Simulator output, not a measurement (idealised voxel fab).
You're looking at the process module voxel capacitor over wiring.
Shown is cross-section cut, with a width of 235 nm and square cells of size 5 nm.
We lay out every cross-section as a grid of square cells and spell it out in bands from the top down, where one band means one or more rows of cells.
A band entry consists of two parts. The first gives the height of the band's top and the height of its bottom, in nm. The rest lists the band's materials from left to right, each with its width in nm. A single material labelled with the word "throughout" fills the band from edge to edge, and the word "air" marks empty space.
Height 0 is the level under which the wafer as received is all one material. The lowest band goes on downwards, as in "from 0 down".
Think of "30..40" as a width that walks from the first number to the second as you go down the band, top row to bottom row, taking equal-sized steps from row to row.
"nothing changed" means the step left every cell of the cross-section as it was.
Closed empty spaces (no open way to the top) of 8 cells or more are what "Sealed void inventory" lists, each as width x height at distance from the left edge, nm for all three.
What comes after the settings on a step's line is commentary from the simulator itself on that step.
The line of a step may include "overlay nm". On a step with a mask, this value is how far to the right of its planned place the mask lay. A negative value means the mask lay to the left.
In what follows, pairs of cross-sections are presented, each taken before and after one process step, with the after cross-section shown only down to the lowest band that was altered; the step, together with its settings, is stated below the pair. The pairs may stem from different runs of this module on the same starting wafer; accordingly, a pair should be taken as continuing from the one above it solely where its entry headed "Before processing step" indicates as much.
Before processing step
	from 90 to 70 | air: 65 / resist: 75 / air: 95
	from 70 to 65 | air: 65 / resist: 5 / TiN: 65 / resist: 5 / air: 95
	from 65 to 60 | air: 65 / resist: 5 / HfO2: 65 / resist: 5 / air: 95
	from 60 to 50 | air: 65 / TiN: 75 / air: 95
	from 50 to 35 | SiO2: 70 / TiN: 5 / W: 5 / TiN: 5 / SiO2: 150
	from 35 to 30 | SiCN: 70 / TiN: 15 / SiCN: 150
	from 30 to 15 | SiO2: 75 / TiN: 5 / Cu: 10 / TiN: 5 / SiO2: 60 / TiN: 5 / Cu: 10 / TiN: 5 / SiO2: 60
	from 15 to 10 | SiCN: 75 / TiN: 20 / SiCN: 60 / TiN: 20 / SiCN: 60
	from 10 to 0 | SiO2 throughout
	from 0 down | Si throughout
	Sealed void inventory: none
Post-Step Geometry
	from 70 to 65 | air: 70 / TiN: 65 / air: 100
	from 65 to 60 | air: 70 / HfO2: 65 / air: 100
	Everything under 60 stays put, no change at all.
	Sealed void inventory: none
Step, pre vs post cross-sections above: STRIP,etch materials resist
Before processing step: look at the pair above, its after cross-section is where this step starts.
Post-Step Geometry
	from 90 to 70 | SiO2 throughout
	from 70 to 65 | SiO2: 70 / TiN: 65 / SiO2: 100
	from 65 to 60 | SiO2: 70 / HfO2: 65 / SiO2: 100
	from 60 to 50 | SiO2: 65 / TiN: 75 / SiO2: 95
	Everything under 50 stays put, no change at all.
	Sealed void inventory: none
Step, pre vs post cross-sections above: FILL_DEP,material SiO2,thk nm 20
Before processing step: look at the pair above, its after cross-section is where this step starts.
Post-Step Geometry
	from 85 to 70 | SiO2 throughout
	Everything under 70 stays put, no change at all.
	Sealed void inventory: none
Step, pre vs post cross-sections above: CMP,height nm 85
Before processing step: look at the pair above, its after cross-section is where this step starts.
Post-Step Geometry
	from 100 to 85 | resist: 80 / air: 15 / resist: 140
	Everything under 85 stays put, no change at all.
	Sealed void inventory: none
Step, pre vs post cross-sections above: PATTERN,tone open,mask id PLUG_2,material resist,width nm 15,thk nm 15,overlay nm 0
Before processing step: look at the pair above, its after cross-section is where this step starts.
Post-Step Geometry
	from 100 to 85 | resist: 80 / air: 15 / resist: 140
	from 85 to 70 | SiO2: 80 / air: 15 / SiO2: 140
	Everything under 70 stays put, no change at all.
	Sealed void inventory: none
Step, pre vs post cross-sections above: DIRECTIONAL_ETCH,etch materials SiO2,depth nm 15
Before processing step: look at the pair above, its after cross-section is where this step starts.
Post-Step Geometry
	from 85 to 70 | SiO2: 80 / air: 15 / SiO2: 140
	Everything under 70 stays put, no change at all.
	Sealed void inventory: none
Step, pre vs post cross-sections above: STRIP,etch materials resist
Before processing step: look at the pair above, its after cross-section is where this step starts.
Post-Step Geometry
	from 90 to 85 | TiN: 85 / air: 5 / TiN: 145
	from 85 to 75 | SiO2: 80 / TiN: 5 / air: 5 / TiN: 5 / SiO2: 140
	from 75 to 65 | SiO2: 80..70 / TiN: 15..65 / SiO2: 140..100
	Everything under 65 stays put, no change at all.
	Sealed void inventory: none
Step, pre vs post cross-sections above: CONFORMAL_DEP,material TiN,thk nm 5
Before processing step: look at the pair above, its after cross-section is where this step starts.
Post-Step Geometry
	from 100 to 90 | W throughout
	from 90 to 85 | TiN: 85 / W: 5 / TiN: 145
	from 85 to 75 | SiO2: 80 / TiN: 5 / W: 5 / TiN: 5 / SiO2: 140
	Everything under 75 stays put, no change at all.
	Sealed void inventory: none
Step, pre vs post cross-sections above: FILL_DEP,material W,thk nm 10
Before processing step: look at the pair above, its after cross-section is where this step starts.
Post-Step Geometry
	from 85 to 75 | SiO2: 80 / TiN: 5 / W: 5 / TiN: 5 / SiO2: 140
	Everything under 75 stays put, no change at all.
	Sealed void inventory: none
Step, pre vs post cross-sections above: CMP,height nm 85
Before processing step: look at the pair above, its after cross-section is where this step starts.
Post-Step Geometry
	from 90 to 85 | SiN throughout
	Everything under 85 stays put, no change at all.
	Sealed void inventory: none
Step, pre vs post cross-sections above: CONFORMAL_DEP,material SiN,thk nm 5
Before processing step
	from 55 to 50 | TiN: 75 / air: 5 / TiN: 155
	from 50 to 35 | SiO2: 70 / TiN: 5 / air: 5 / TiN: 5 / SiO2: 150
	from 35 to 30 | SiCN: 70 / TiN: 15 / SiCN: 150
	from 30 to 15 | SiO2: 65 / TiN: 5 / Cu: 10 / TiN: 5 / SiO2: 60 / TiN: 5 / Cu: 10 / TiN: 5 / SiO2: 70
	from 15 to 10 | SiCN: 65 / TiN: 20 / SiCN: 60 / TiN: 20 / SiCN: 70
	from 10 to 0 | SiO2 throughout
	from 0 down | Si throughout
	Sealed void inventory: none
Post-Step Geometry
	from 65 to 55 | SiN throughout
	from 55 to 50 | TiN: 75 / SiN: 5 / TiN: 155
	from 50 to 35 | SiO2: 70 / TiN: 5 / SiN: 5 / TiN: 5 / SiO2: 150
	Everything under 35 stays put, no change at all.
	Sealed void inventory: none
Step, pre vs post cross-sections above: FILL_DEP,material SiN,thk nm 10
Before processing step: look at the pair above, its after cross-section is where this step starts.
Post-Step Geometry
	from 50 to 35 | SiO2: 70 / TiN: 5 / SiN: 5 / TiN: 5 / SiO2: 150
	Everything under 35 stays put, no change at all.
	Sealed void inventory: none
Step, pre vs post cross-sections above: CMP,height nm 50
Before processing step: look at the pair above, its after cross-section is where this step starts.
Post-Step Geometry
	from 60 to 50 | TiN throughout
	Everything under 50 stays put, no change at all.
	Sealed void inventory: none
Step, pre vs post cross-sections above: DIRECTIONAL_DEP,material TiN,thk nm 10
Before processing step: look at the pair above, its after cross-section is where this step starts.
Post-Step Geometry
	from 65 to 60 | HfO2 throughout
	Everything under 60 stays put, no change at all.
	Sealed void inventory: none
Step, pre vs post cross-sections above: DIRECTIONAL_DEP,material HfO2,thk nm 5
Before processing step: look at the pair above, its after cross-section is where this step starts.
Post-Step Geometry
	from 70 to 65 | TiN throughout
	Everything under 65 stays put, no change at all.
	Sealed void inventory: none
Step, pre vs post cross-sections above: DIRECTIONAL_DEP,material TiN,thk nm 5
Before processing step: look at the pair above, its after cross-section is where this step starts.
Post-Step Geometry
	from 90 to 70 | air: 70 / resist: 65 / air: 100
	Everything under 70 stays put, no change at all.
	Sealed void inventory: none
Step, pre vs post cross-sections above: PATTERN,tone cover,mask id UPPER_PLATE,material resist,width nm 65,thk nm 20,overlay nm 0
Before processing step: look at the pair above, its after cross-section is where this step starts.
Post-Step Geometry
	from 90 to 70 | air: 70 / resist: 65 / air: 100
	from 70 to 65 | air: 70 / TiN: 65 / air: 100
	Everything under 65 stays put, no change at all.
	Sealed void inventory: none
Step, pre vs post cross-sections above: DIRECTIONAL_ETCH,etch materials TiN,depth nm 5
Before processing step: look at the pair above, its after cross-section is where this step starts.
Post-Step Geometry
	from 90 to 70 | air: 70 / resist: 65 / air: 100
	from 70 to 65 | air: 70 / TiN: 65 / air: 100
	from 65 to 60 | air: 70 / HfO2: 65 / air: 100
	Everything under 60 stays put, no change at all.
	Sealed void inventory: none
Step, pre vs post cross-sections above: DIRECTIONAL_ETCH,etch materials HfO2,depth nm 5
Before processing step: look at the pair above, its after cross-section is where this step starts.
Post-Step Geometry
	from 70 to 65 | air: 70 / TiN: 65 / air: 100
	Everything under 65 stays put, no change at all.
	Sealed void inventory: none
Step, pre vs post cross-sections above: STRIP,etch materials resist
Before processing step: look at the pair above, its after cross-section is where this step starts.
Post-Step Geometry
	from 90 to 70 | air: 65 / resist: 75 / air: 95
	from 70 to 65 | air: 65 / resist: 5 / TiN: 65 / resist: 5 / air: 95
	from 65 to 60 | air: 65 / resist: 5 / HfO2: 65 / resist: 5 / air: 95
	Everything under 60 stays put, no change at all.
	Sealed void inventory: none
Step, pre vs post cross-sections above: PATTERN,tone cover,mask id LOWER_PLATE,material resist,width nm 75,thk nm 20,overlay nm 0
Before processing step: look at the pair above, its after cross-section is where this step starts.
Post-Step Geometry
	from 90 to 70 | air: 65 / resist: 75 / air: 95
	from 70 to 65 | air: 65 / resist: 5 / TiN: 65 / resist: 5 / air: 95
	from 65 to 60 | air: 65 / resist: 5 / HfO2: 65 / resist: 5 / air: 95
	from 60 to 50 | air: 65 / TiN: 75 / air: 95
	Everything under 50 stays put, no change at all.
	Sealed void inventory: none
Step, pre vs post cross-sections above: DIRECTIONAL_ETCH,etch materials TiN,depth nm 10
Before processing step: look at the pair above, its after cross-section is where this step starts.
Post-Step Geometry
	from 70 to 65 | air: 70 / TiN: 65 / air: 100
	from 65 to 60 | air: 70 / HfO2: 65 / air: 100
	Everything under 60 stays put, no change at all.
	Sealed void inventory: none
Step, pre vs post cross-sections above: STRIP,etch materials resist
Before processing step: look at the pair above, its after cross-section is where this step starts.
Post-Step Geometry
	from 90 to 70 | SiO2 throughout
	from 70 to 65 | SiO2: 70 / TiN: 65 / SiO2: 100
	from 65 to 60 | SiO2: 70 / HfO2: 65 / SiO2: 100
	from 60 to 50 | SiO2: 65 / TiN: 75 / SiO2: 95
	Everything under 50 stays put, no change at all.
	Sealed void inventory: none
Step, pre vs post cross-sections above: FILL_DEP,material SiO2,thk nm 20
Before processing step: look at the pair above, its after cross-section is where this step starts.
Post-Step Geometry
	from 85 to 70 | SiO2 throughout
	Everything under 70 stays put, no change at all.
	Sealed void inventory: none
Step, pre vs post cross-sections above: CMP,height nm 85
Before processing step: look at the pair above, its after cross-section is where this step starts.
Post-Step Geometry
	from 100 to 85 | resist: 80 / air: 15 / resist: 140
	Everything under 85 stays put, no change at all.
	Sealed void inventory: none
Step, pre vs post cross-sections above: PATTERN,tone open,mask id PLUG_2,material resist,width nm 15,thk nm 15,overlay nm 0
Before processing step: look at the pair above, its after cross-section is where this step starts.
Post-Step Geometry
	from 100 to 85 | resist: 80 / air: 15 / resist: 140
	from 85 to 70 | SiO2: 80 / air: 15 / SiO2: 140
	Everything under 70 stays put, no change at all.
	Sealed void inventory: none
Step, pre vs post cross-sections above: DIRECTIONAL_ETCH,etch materials SiO2,depth nm 15
Before processing step: look at the pair above, its after cross-section is where this step starts.
Post-Step Geometry
	from 85 to 70 | SiO2: 80 / air: 15 / SiO2: 140
	Everything under 70 stays put, no change at all.
	Sealed void inventory: none
Step, pre vs post cross-sections above: STRIP,etch materials resist
Before processing step: look at the pair above, its after cross-section is where this step starts.
Post-Step Geometry
	from 90 to 85 | TiN: 85 / air: 5 / TiN: 145
	from 85 to 75 | SiO2: 80 / TiN: 5 / air: 5 / TiN: 5 / SiO2: 140
	from 75 to 65 | SiO2: 80..70 / TiN: 15..65 / SiO2: 140..100
	Everything under 65 stays put, no change at all.
	Sealed void inventory: none
Step, pre vs post cross-sections above: CONFORMAL_DEP,material TiN,thk nm 5
Before processing step: look at the pair above, its after cross-section is where this step starts.
Post-Step Geometry
	from 100 to 90 | W throughout
	from 90 to 85 | TiN: 85 / W: 5 / TiN: 145
	from 85 to 75 | SiO2: 80 / TiN: 5 / W: 5 / TiN: 5 / SiO2: 140
	Everything under 75 stays put, no change at all.
	Sealed void inventory: none
Step, pre vs post cross-sections above: FILL_DEP,material W,thk nm 10
Before processing step: look at the pair above, its after cross-section is where this step starts.
Post-Step Geometry
	from 85 to 75 | SiO2: 80 / TiN: 5 / W: 5 / TiN: 5 / SiO2: 140
	Everything under 75 stays put, no change at all.
	Sealed void inventory: none
Step, pre vs post cross-sections above: CMP,height nm 85
Before processing step: look at the pair above, its after cross-section is where this step starts.
Post-Step Geometry
	from 90 to 85 | SiN throughout
	Everything under 85 stays put, no change at all.
	Sealed void inventory: none
Step, pre vs post cross-sections above: CONFORMAL_DEP,material SiN,thk nm 5
Before processing step
	from 45 to 30 | aC throughout
	from 30 to 15 | SiO2 throughout
	from 15 to 10 | SiCN throughout
	from 10 to 0 | SiO2 throughout
	from 0 down | Si throughout
	Sealed void inventory: none
Post-Step Geometry
	from 80 to 45 | air: 65 / resist: 20 / air: 60 / resist: 20 / air: 70
	Everything under 45 stays put, no change at all.
	Sealed void inventory: none
Step, pre vs post cross-sections above: PATTERN,tone cover,mask id METAL_1,material resist,width nm 20,pitch nm 80,thk nm 35,overlay nm 0
Before processing step: look at the pair above, its after cross-section is where this step starts.
Post-Step Geometry
	from 65 to 45 | air: 65 / resist: 20 / air: 60 / resist: 20 / air: 70
	from 45 to 30 | air: 65 / aC: 20 / air: 60 / aC: 20 / air: 70
	Everything under 30 stays put, no change at all.
	Sealed void inventory: none
Step, pre vs post cross-sections above: DIRECTIONAL_ETCH,etch materials aC,depth nm 15
Before processing step: look at the pair above, its after cross-section is where this step starts.
Post-Step Geometry
	from 45 to 30 | air: 65 / aC: 20 / air: 60 / aC: 20 / air: 70
	Everything under 30 stays put, no change at all.
	Sealed void inventory: none
Step, pre vs post cross-sections above: STRIP,etch materials resist
Before processing step: look at the pair above, its after cross-section is where this step starts.
Post-Step Geometry
	from 45 to 30 | air: 65 / aC: 20 / air: 60 / aC: 20 / air: 70
	from 30 to 15 | air: 65 / SiO2: 20 / air: 60 / SiO2: 20 / air: 70
	Everything under 15 stays put, no change at all.
	Sealed void inventory: none
Step, pre vs post cross-sections above: DIRECTIONAL_ETCH,etch materials SiO2,depth nm 15
Before processing step: look at the pair above, its after cross-section is where this step starts.
Post-Step Geometry
	from 45 to 30 | air: 65 / aC: 20 / air: 60 / aC: 20 / air: 70
	from 30 to 15 | air: 65 / SiO2: 20 / air: 60 / SiO2: 20 / air: 70
	from 15 to 10 | air: 65 / SiCN: 20 / air: 60 / SiCN: 20 / air: 70
	Everything under 10 stays put, no change at all.
	Sealed void inventory: none
Step, pre vs post cross-sections above: DIRECTIONAL_ETCH,etch materials SiCN,depth nm 5
Before processing step: look at the pair above, its after cross-section is where this step starts.
Post-Step Geometry
	from 30 to 15 | air: 65 / SiO2: 20 / air: 60 / SiO2: 20 / air: 70
	Everything under 15 stays put, no change at all.
	Sealed void inventory: none
Step, pre vs post cross-sections above: STRIP,etch materials aC
Before processing step: look at the pair above, its after cross-section is where this step starts.
Post-Step Geometry
	from 35 to 30 | air: 60 / TiN: 30 / air: 50 / TiN: 30 / air: 65
	from 30 to 15 | air: 60 / TiN: 5 / SiO2: 20 / TiN: 5 / air: 50 / TiN: 5 / SiO2: 20 / TiN: 5 / air: 65
	from 15 to 10 | TiN: 65 / SiCN: 20 / TiN: 60 / SiCN: 20 / TiN: 70
	Everything under 10 stays put, no change at all.
	Sealed void inventory: none
Step, pre vs post cross-sections above: CONFORMAL_DEP,material TiN,thk nm 5
Before processing step: look at the pair above, its after cross-section is where this step starts.
Post-Step Geometry
	from 40 to 35 | Cu throughout
	from 35 to 30 | Cu: 60 / TiN: 30 / Cu: 50 / TiN: 30 / Cu: 65
	from 30 to 15 | Cu: 60 / TiN: 5 / SiO2: 20 / TiN: 5 / Cu: 50 / TiN: 5 / SiO2: 20 / TiN: 5 / Cu: 65
	Everything under 15 stays put, no change at all.
	Sealed void inventory: none
Step, pre vs post cross-sections above: FILL_DEP,material Cu,thk nm 5
Before processing step: look at the pair above, its after cross-section is where this step starts.
Post-Step Geometry
	from 30 to 15 | Cu: 60 / TiN: 5 / SiO2: 20 / TiN: 5 / Cu: 50 / TiN: 5 / SiO2: 20 / TiN: 5 / Cu: 65
	Everything under 15 stays put, no change at all.
	Sealed void inventory: none
Step, pre vs post cross-sections above: CMP,height nm 30
Before processing step: look at the pair above, its after cross-section is where this step starts.
Post-Step Geometry
	from 35 to 30 | SiCN throughout
	Everything under 30 stays put, no change at all.
	Sealed void inventory: none
Step, pre vs post cross-sections above: CONFORMAL_DEP,material SiCN,thk nm 5
Before processing step: look at the pair above, its after cross-section is where this step starts.
Post-Step Geometry
	from 50 to 35 | SiO2 throughout
	Everything under 35 stays put, no change at all.
	Sealed void inventory: none
Step, pre vs post cross-sections above: DIRECTIONAL_DEP,material SiO2,thk nm 15
Before processing step: look at the pair above, its after cross-section is where this step starts.
Post-Step Geometry
	from 65 to 50 | resist: 70 / air: 15 / resist: 150
	Everything under 50 stays put, no change at all.
	Sealed void inventory: none
Step, pre vs post cross-sections above: PATTERN,tone open,mask id PLUG_1,material resist,width nm 15,thk nm 15,overlay nm 0
Before processing step: look at the pair above, its after cross-section is where this step starts.
Post-Step Geometry
	from 65 to 50 | resist: 70 / air: 15 / resist: 150
	from 50 to 35 | SiO2: 70 / air: 15 / SiO2: 150
	Everything under 35 stays put, no change at all.
	Sealed void inventory: none
Step, pre vs post cross-sections above: DIRECTIONAL_ETCH,etch materials SiO2,depth nm 15
Before processing step: look at the pair above, its after cross-section is where this step starts.
Post-Step Geometry
	from 65 to 50 | resist: 70 / air: 15 / resist: 150
	from 50 to 35 | SiO2: 70 / air: 15 / SiO2: 150
	from 35 to 30 | SiCN: 70 / air: 15 / SiCN: 150
	Everything under 30 stays put, no change at all.
	Sealed void inventory: none
Step, pre vs post cross-sections above: DIRECTIONAL_ETCH,etch materials SiCN,depth nm 5
Before processing step: look at the pair above, its after cross-section is where this step starts.
Post-Step Geometry
	from 50 to 35 | SiO2: 70 / air: 15 / SiO2: 150
	Everything under 35 stays put, no change at all.
	Sealed void inventory: none
Step, pre vs post cross-sections above: STRIP,etch materials resist
Before processing step: look at the pair above, its after cross-section is where this step starts.
Post-Step Geometry
	from 55 to 50 | TiN: 75 / air: 5 / TiN: 155
	from 50 to 35 | SiO2: 70 / TiN: 5 / air: 5 / TiN: 5 / SiO2: 150
	from 35 to 30 | SiCN: 70 / TiN: 15 / SiCN: 150
	Everything under 30 stays put, no change at all.
	Sealed void inventory: none
Step, pre vs post cross-sections above: CONFORMAL_DEP,material TiN,thk nm 5
Before processing step: look at the pair above, its after cross-section is where this step starts.
Post-Step Geometry
	from 65 to 55 | W throughout
	from 55 to 50 | TiN: 75 / W: 5 / TiN: 155
	from 50 to 35 | SiO2: 70 / TiN: 5 / W: 5 / TiN: 5 / SiO2: 150
	Everything under 35 stays put, no change at all.
	Sealed void inventory: none
Step, pre vs post cross-sections above: FILL_DEP,material W,thk nm 10
Before processing step: look at the pair above, its after cross-section is where this step starts.
Post-Step Geometry
	from 50 to 35 | SiO2: 70 / TiN: 5 / W: 5 / TiN: 5 / SiO2: 150
	Everything under 35 stays put, no change at all.
	Sealed void inventory: none
Step, pre vs post cross-sections above: CMP,height nm 50
Before processing step: look at the pair above, its after cross-section is where this step starts.
Post-Step Geometry
	from 60 to 50 | TiN throughout
	Everything under 50 stays put, no change at all.
	Sealed void inventory: none
Step, pre vs post cross-sections above: DIRECTIONAL_DEP,material TiN,thk nm 10
Before processing step: look at the pair above, its after cross-section is where this step starts.
Post-Step Geometry
	from 65 to 60 | HfO2 throughout
	Everything under 60 stays put, no change at all.
	Sealed void inventory: none
Step, pre vs post cross-sections above: DIRECTIONAL_DEP,material HfO2,thk nm 5
Before processing step: look at the pair above, its after cross-section is where this step starts.
Post-Step Geometry
	from 70 to 65 | TiN throughout
	Everything under 65 stays put, no change at all.
	Sealed void inventory: none
Step, pre vs post cross-sections above: DIRECTIONAL_DEP,material TiN,thk nm 5
Before processing step: look at the pair above, its after cross-section is where this step starts.
Post-Step Geometry
	from 90 to 70 | air: 70 / resist: 65 / air: 100
	Everything under 70 stays put, no change at all.
	Sealed void inventory: none
Step, pre vs post cross-sections above: PATTERN,tone cover,mask id UPPER_PLATE,material resist,width nm 65,thk nm 20,overlay nm 0
Before processing step: look at the pair above, its after cross-section is where this step starts.
Post-Step Geometry
	from 90 to 70 | air: 70 / resist: 65 / air: 100
	from 70 to 65 | air: 70 / TiN: 65 / air: 100
	Everything under 65 stays put, no change at all.
	Sealed void inventory: none
Step, pre vs post cross-sections above: DIRECTIONAL_ETCH,etch materials TiN,depth nm 5
Before processing step: look at the pair above, its after cross-section is where this step starts.
Post-Step Geometry
	from 90 to 70 | air: 70 / resist: 65 / air: 100
	from 70 to 65 | air: 70 / TiN: 65 / air: 100
	from 65 to 60 | air: 70 / HfO2: 65 / air: 100
	Everything under 60 stays put, no change at all.
	Sealed void inventory: none
Step, pre vs post cross-sections above: DIRECTIONAL_ETCH,etch materials HfO2,depth nm 5
Before processing step: look at the pair above, its after cross-section is where this step starts.
Post-Step Geometry
	from 70 to 65 | air: 70 / TiN: 65 / air: 100
	Everything under 65 stays put, no change at all.
	Sealed void inventory: none
Step, pre vs post cross-sections above: STRIP,etch materials resist
Before processing step: look at the pair above, its after cross-section is where this step starts.
Post-Step Geometry
	from 90 to 70 | air: 65 / resist: 75 / air: 95
	from 70 to 65 | air: 65 / resist: 5 / TiN: 65 / resist: 5 / air: 95
	from 65 to 60 | air: 65 / resist: 5 / HfO2: 65 / resist: 5 / air: 95
	Everything under 60 stays put, no change at all.
	Sealed void inventory: none
Step, pre vs post cross-sections above: PATTERN,tone cover,mask id LOWER_PLATE,material resist,width nm 75,thk nm 20,overlay nm 0
Before processing step: look at the pair above, its after cross-section is where this step starts.
Post-Step Geometry
	from 90 to 70 | air: 65 / resist: 75 / air: 95
	from 70 to 65 | air: 65 / resist: 5 / TiN: 65 / resist: 5 / air: 95
	from 65 to 60 | air: 65 / resist: 5 / HfO2: 65 / resist: 5 / air: 95
	from 60 to 50 | air: 65 / TiN: 75 / air: 95
	Everything under 50 stays put, no change at all.
	Sealed void inventory: none
Step, pre vs post cross-sections above: DIRECTIONAL_ETCH,etch materials TiN,depth nm 10
Before processing step: look at the pair above, its after cross-section is where this step starts.
Post-Step Geometry
	from 70 to 65 | air: 70 / TiN: 65 / air: 100
	from 65 to 60 | air: 70 / HfO2: 65 / air: 100
	Everything under 60 stays put, no change at all.
	Sealed void inventory: none
Step, pre vs post cross-sections above: STRIP,etch materials resist
Before processing step: look at the pair above, its after cross-section is where this step starts.
Post-Step Geometry
	from 90 to 70 | SiO2 throughout
	from 70 to 65 | SiO2: 70 / TiN: 65 / SiO2: 100
	from 65 to 60 | SiO2: 70 / HfO2: 65 / SiO2: 100
	from 60 to 50 | SiO2: 65 / TiN: 75 / SiO2: 95
	Everything under 50 stays put, no change at all.
	Sealed void inventory: none
Step, pre vs post cross-sections above: FILL_DEP,material SiO2,thk nm 20
Before processing step: look at the pair above, its after cross-section is where this step starts.
Post-Step Geometry
	from 85 to 70 | SiO2 throughout
	Everything under 70 stays put, no change at all.
	Sealed void inventory: none
Step, pre vs post cross-sections above: CMP,height nm 85
Before processing step: look at the pair above, its after cross-section is where this step starts.
Post-Step Geometry
	from 100 to 85 | resist: 80 / air: 15 / resist: 140
	Everything under 85 stays put, no change at all.
	Sealed void inventory: none
Step, pre vs post cross-sections above: PATTERN,tone open,mask id PLUG_2,material resist,width nm 15,thk nm 15,overlay nm 0
Before processing step: look at the pair above, its after cross-section is where this step starts.
Post-Step Geometry
	from 100 to 85 | resist: 80 / air: 15 / resist: 140
	from 85 to 70 | SiO2: 80 / air: 15 / SiO2: 140
	Everything under 70 stays put, no change at all.
	Sealed void inventory: none
Step, pre vs post cross-sections above: DIRECTIONAL_ETCH,etch materials SiO2,depth nm 15
Before processing step: look at the pair above, its after cross-section is where this step starts.
Post-Step Geometry
	from 85 to 70 | SiO2: 80 / air: 15 / SiO2: 140
	Everything under 70 stays put, no change at all.
	Sealed void inventory: none
Step, pre vs post cross-sections above: STRIP,etch materials resist
Before processing step: look at the pair above, its after cross-section is where this step starts.
Post-Step Geometry
	from 90 to 85 | TiN: 85 / air: 5 / TiN: 145
	from 85 to 75 | SiO2: 80 / TiN: 5 / air: 5 / TiN: 5 / SiO2: 140
	from 75 to 65 | SiO2: 80..70 / TiN: 15..65 / SiO2: 140..100
	Everything under 65 stays put, no change at all.
	Sealed void inventory: none
Step, pre vs post cross-sections above: CONFORMAL_DEP,material TiN,thk nm 5
Before processing step: look at the pair above, its after cross-section is where this step starts.
Post-Step Geometry
	from 100 to 90 | W throughout
	from 90 to 85 | TiN: 85 / W: 5 / TiN: 145
	from 85 to 75 | SiO2: 80 / TiN: 5 / W: 5 / TiN: 5 / SiO2: 140
	Everything under 75 stays put, no change at all.
	Sealed void inventory: none
Step, pre vs post cross-sections above: FILL_DEP,material W,thk nm 10
Before processing step: look at the pair above, its after cross-section is where this step starts.
Post-Step Geometry
	from 85 to 75 | SiO2: 80 / TiN: 5 / W: 5 / TiN: 5 / SiO2: 140
	Everything under 75 stays put, no change at all.
	Sealed void inventory: none
Step, pre vs post cross-sections above: CMP,height nm 85
Before processing step: look at the pair above, its after cross-section is where this step starts.
Post-Step Geometry
	from 90 to 85 | SiN throughout
	Everything under 85 stays put, no change at all.
	Sealed void inventory: none
Step, pre vs post cross-sections above: CONFORMAL_DEP,material SiN,thk nm 5
